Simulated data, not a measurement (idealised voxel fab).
You're looking at the process module voxel gate over fins.
195 nm wide, 5 nm square cells: that's cross-section cut.
Think of the cross-section as a grid of square cells. We describe it in bands, top to bottom, and each band covers one or more rows of those cells. Within each band entry, the heights of the top and of the bottom of the band appear first, in that order and in nm; the materials of the band then follow from left to right, each with its corresponding width in nm. The designation "everywhere" on a single material indicates that it fills the band from edge to edge; the designation "air" indicates empty space. For the purposes of this specification, 0 denotes the height below which the wafer in its as-received condition is composed wholly of one material, and the lowermost band, lacking a lower limit, extends downward without end, as expressed in "0 -> down". Read "30->40" as a graded width: first number on top, second number at the bottom, same change between each pair of neighbouring rows. Take "remains unaltered" at face value: in the step it is given for, the cross-section changed in none of its cells. Entry "Sealed-off cavities" = empty spaces >= 8 cells with no open way to the top; each as width x height at distance, distance from left edge, all nm. That trailing text on a step's line, after the settings, is the simulator's own remark on the step. If you see "overlay nm" on a step's line and that step has a mask, it's telling you how far right of where it was planned the mask ended up; a negative number means it went left instead.
# These are the steps we planned for the process
1) RECEIVE | material Si
2) CONFORMAL_DEP | material SiN | thk nm 5
3) PATTERN | tone cover | mask id FINS | material resist | width nm 15 | pitch nm 60 | thk nm 15 | overlay nm 0
4) DIRECTIONAL_ETCH | etch materials SiN | depth nm 5
5) DIRECTIONAL_ETCH | etch materials Si | depth nm 40
6) STRIP | etch materials resist
7) FILL_DEP | material SiO2 | thk nm 15
8) CMP | height nm 5
9) PATTERN | tone open | mask id RAIL | material resist | width nm 15 | thk nm 15 | overlay nm 0
10) DIRECTIONAL_ETCH | etch materials SiO2 | depth nm 40
11) STRIP | etch materials resist
12) CONFORMAL_DEP | material TiN | thk nm 5
13) FILL_DEP | material W | thk nm 5
14) CMP | height nm 5
15) SELECTIVE_ETCH | etch materials W Ru TiN | depth nm 25
16) FILL_DEP | material SiO2 | thk nm 5
17) CMP | height nm 5
18) SELECTIVE_ETCH | etch materials SiO2 | depth nm 20
19) STRIP | etch materials SiN
20) CONFORMAL_DEP | material HfO2 | thk nm 5
21) CONFORMAL_DEP | material TiN | thk nm 5
22) CONFORMAL_DEP | material TiAl | thk nm 5
23) CONFORMAL_DEP | material TiN | thk nm 5
24) FILL_DEP | material W | thk nm 10
25) CMP | height nm 25
26) CONFORMAL_DEP | material SiCN | thk nm 5
# The cross-section here shows the wafer as received, i.e. in its state after step 1
0 -> down  Si everywhere
Sealed-off cavities: none
# First of two wafers, end-of-module section, run followed plan
30 -> 25  SiCN everywhere
25 -> 20  W everywhere
20 -> 15  W (10), TiN (55), W (5), TiN (55), W (5), TiN (55), W (10)
15 -> 10  W (10), TiN (5), TiAl (45), TiN (5), W (5), TiN (5), TiAl (45), TiN (5), W (5), TiN (5), TiAl (45), TiN (5), W (10)
10 -> 5  W (10), TiN (5), TiAl (5), TiN (35), TiAl (5), TiN (5), W (5), TiN (5), TiAl (5), TiN (35), TiAl (5), TiN (5), W (5), TiN (5), TiAl (5), TiN (35), TiAl (5), TiN (5), W (10)
5 -> 0  TiN (15), TiAl (5), TiN (5), HfO2 (25), TiN (5), TiAl (5), TiN (15), TiAl (5), TiN (5), HfO2 (25), TiN (5), TiAl (5), TiN (15), TiAl (5), TiN (5), HfO2 (25), TiN (5), TiAl (5), TiN (15)
0 -> -5  TiAl (20), TiN (5), HfO2 (5), Si (15), HfO2 (5), TiN (5), TiAl (25), TiN (5), HfO2 (5), Si (15), HfO2 (5), TiN (5), TiAl (25), TiN (5), HfO2 (5), Si (15), HfO2 (5), TiN (5), TiAl (20)
-5 -> -10  TiN (25), HfO2 (5), Si (15), HfO2 (5), TiN (35), HfO2 (5), Si (15), HfO2 (5), TiN (35), HfO2 (5), Si (15), HfO2 (5), TiN (25)
-10 -> -15  HfO2 (30), Si (15), HfO2 (45), Si (15), HfO2 (45), Si (15), HfO2 (30)
-15 -> -20  SiO2 (30), Si (15), SiO2 (45), Si (15), SiO2 (45), Si (15), SiO2 (30)
-20 -> -30  SiO2 (30), Si (15), SiO2 (15), TiN (5), W (5), TiN (5), SiO2 (15), Si (15), SiO2 (45), Si (15), SiO2 (30)
-30 -> -35  SiO2 (30), Si (15), SiO2 (15), TiN (15), SiO2 (15), Si (15), SiO2 (45), Si (15), SiO2 (30)
-35 -> -40  SiO2 (30), Si (15), SiO2 (45), Si (15), SiO2 (45), Si (15), SiO2 (30)
-40 -> down  Si everywhere
Sealed-off cavities: none
# Cross-section, second wafer: same start as the first, same plan as the first, one mistake in running it; taken at the end of the module
30 -> 25  SiCN everywhere
25 -> 20  W everywhere
20 -> 15  W (10), TiN (55), W (5), TiN (55), W (5), TiN (55), W (10)
15 -> 10  W (10), TiN (5), TiAl (45), TiN (5), W (5), TiN (5), TiAl (45), TiN (5), W (5), TiN (5), TiAl (45), TiN (5), W (10)
10 -> 5  W (10), TiN (5), TiAl (5), TiN (35), TiAl (5), TiN (5), W (5), TiN (5), TiAl (5), TiN (35), TiAl (5), TiN (5), W (5), TiN (5), TiAl (5), TiN (35), TiAl (5), TiN (5), W (10)
5 -> 0  TiN (15), TiAl (5), TiN (5), HfO2 (25), TiN (5), TiAl (5), TiN (15), TiAl (5), TiN (5), HfO2 (25), TiN (5), TiAl (5), TiN (15), TiAl (5), TiN (5), HfO2 (25), TiN (5), TiAl (5), TiN (15)
0 -> -5  TiAl (20), TiN (5), HfO2 (5), Si (15), HfO2 (5), TiN (5), TiAl (25), TiN (5), HfO2 (5), Si (15), HfO2 (5), TiN (5), TiAl (25), TiN (5), HfO2 (5), Si (15), HfO2 (5), TiN (5), TiAl (20)
-5 -> -10  TiN (25), HfO2 (5), Si (15), HfO2 (5), TiN (35), HfO2 (5), Si (15), HfO2 (5), TiN (35), HfO2 (5), Si (15), HfO2 (5), TiN (25)
-10 -> -15  HfO2 (30), Si (15), HfO2 (45), Si (15), HfO2 (45), Si (15), HfO2 (30)
-15 -> -30  SiO2 (30), Si (15), SiO2 (45), Si (15), SiO2 (45), Si (15), SiO2 (30)
-30 -> -35  SiO2 (30), Si (15), SiO2 (15), TiN (15), SiO2 (15), Si (15), SiO2 (45), Si (15), SiO2 (30)
-35 -> -40  SiO2 (30), Si (15), SiO2 (45), Si (15), SiO2 (45), Si (15), SiO2 (30)
-40 -> down  Si everywhere
Sealed-off cavities: none
Want to know what went wrong? step 15, actual vs plan mismatch, actual run SELECTIVE_ETCH | etch materials W Ru TiN | depth nm 35
Cell-count delta at end, second wafer over first, by material: 6 more of SiO2, 4 fewer of TiN, 2 fewer of W
